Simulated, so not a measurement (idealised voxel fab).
The following process module bears the name voxel self aligned contacts.
Shown is cross-section cut, with a width of 260 nm and square cells of size 5 nm.
Format of a cross-section: grid, square cells. Given as bands. Order: top down. Band: one or more rows of cells. The band entry comprises the height of the band's top followed by the height of its bottom, expressed in nm, and subsequently the band's materials from left to right, each stated together with its width in nm. Where a single material is marked with the word "everywhere", that material fills the band from edge to edge. The word "empty" represents empty space. A quick word on heights: they are counted from 0, and under that level the wafer as it came to us is one material throughout. The lowest band is different from the rest in having no bottom; it simply continues downward, written as in "0 nm and below". Width "30->40": first value at the band's top row of cells, second value at its bottom row, equal change from row to row. "remains unaltered" (step): cross-section cells unchanged, all of them. Any empty space of 8 cells or more lacking an open way to the top shows up in "Completely sealed voids" as width x height at distance, distance from the left edge, in nm. Read whatever lies past the settings on a step's line as the simulator's own remark about the step. The optional step-line setting "overlay nm" applies to steps with a mask and quantifies how far to the right of its planned location the mask lay, a negative value indicating leftward placement.
# So here's the lineup of process steps we planned
1,RECEIVE: material Si
2,OXIDIZE: depth nm 5
3,DIRECTIONAL_DEP: material polySi, thk nm 30
4,DIRECTIONAL_DEP: material SiN, thk nm 15
5,MASKED_ETCH: tone cover, mask id GATE, width nm 35, pitch nm 70, etch materials SiN, depth nm 15, overlay nm 0
6,MASKED_ETCH: tone cover, mask id GATE, width nm 35, pitch nm 70, etch materials polySi, depth nm 30, overlay nm 0
7,CONFORMAL_DEP: material SiN, thk nm 5
8,DIRECTIONAL_ETCH: etch materials SiN, depth nm 5
9,FILL_DEP: material SiO2, thk nm 15
10,CMP: height nm 50
11,PATTERN: tone open, mask id CONTACT, material resist, width nm 45, pitch nm 70, thk nm 15, overlay nm 0
12,DIRECTIONAL_ETCH: etch materials SiO2, depth nm 55
13,STRIP: etch materials resist
14,CONFORMAL_DEP: material TiN, thk nm 5
15,FILL_DEP: material Ru, thk nm 10
16,CMP: height nm 50
17,CONFORMAL_DEP: material SiCN, thk nm 5
# Delivered wafer in cross-section: state after step 1
* 0 nm and below: Si everywhere
* Completely sealed voids: none
# Wafer cross-section at end of module: start and plan as shown above, one execution error
* 55 nm to 50 nm: SiCN everywhere
* 50 nm to 45 nm: SiO2 70 nm  TiN 15 nm  Ru 15 nm  TiN 15 nm  SiO2 25 nm  TiN 15 nm  Ru 15 nm  TiN 15 nm  SiO2 75 nm
* 45 nm to 35 nm: SiO2 35 nm  SiN 45 nm  TiN 5 nm  Ru 15 nm  TiN 5 nm  SiN 45 nm  TiN 5 nm  Ru 15 nm  TiN 5 nm  SiN 45 nm  SiO2 40 nm
* 35 nm to 30 nm: SiO2 35 nm  SiN 45 nm  TiN 10 nm  Ru 5 nm  TiN 10 nm  SiN 45 nm  TiN 10 nm  Ru 5 nm  TiN 10 nm  SiN 45 nm  SiO2 40 nm
* 30 nm to 0 nm: SiO2 30 nm  SiN 5 nm  polySi 45 nm  SiN 5 nm  TiN 5 nm  Ru 5 nm  TiN 5 nm  SiN 5 nm  polySi 45 nm  SiN 5 nm  TiN 5 nm  Ru 5 nm  TiN 5 nm  SiN 5 nm  polySi 45 nm  SiN 5 nm  SiO2 35 nm
* 0 nm to -5 nm: SiO2 85 nm  TiN 15 nm  SiO2 55 nm  TiN 15 nm  SiO2 90 nm
* -5 nm and below: Si everywhere
* Completely sealed voids: none
Short version of what went wrong: for step 6, the planned setting was not used; the step was instead run as MASKED_ETCH: tone cover, mask id GATE, width nm 45, pitch nm 70, etch materials polySi, depth nm 30, overlay nm 0
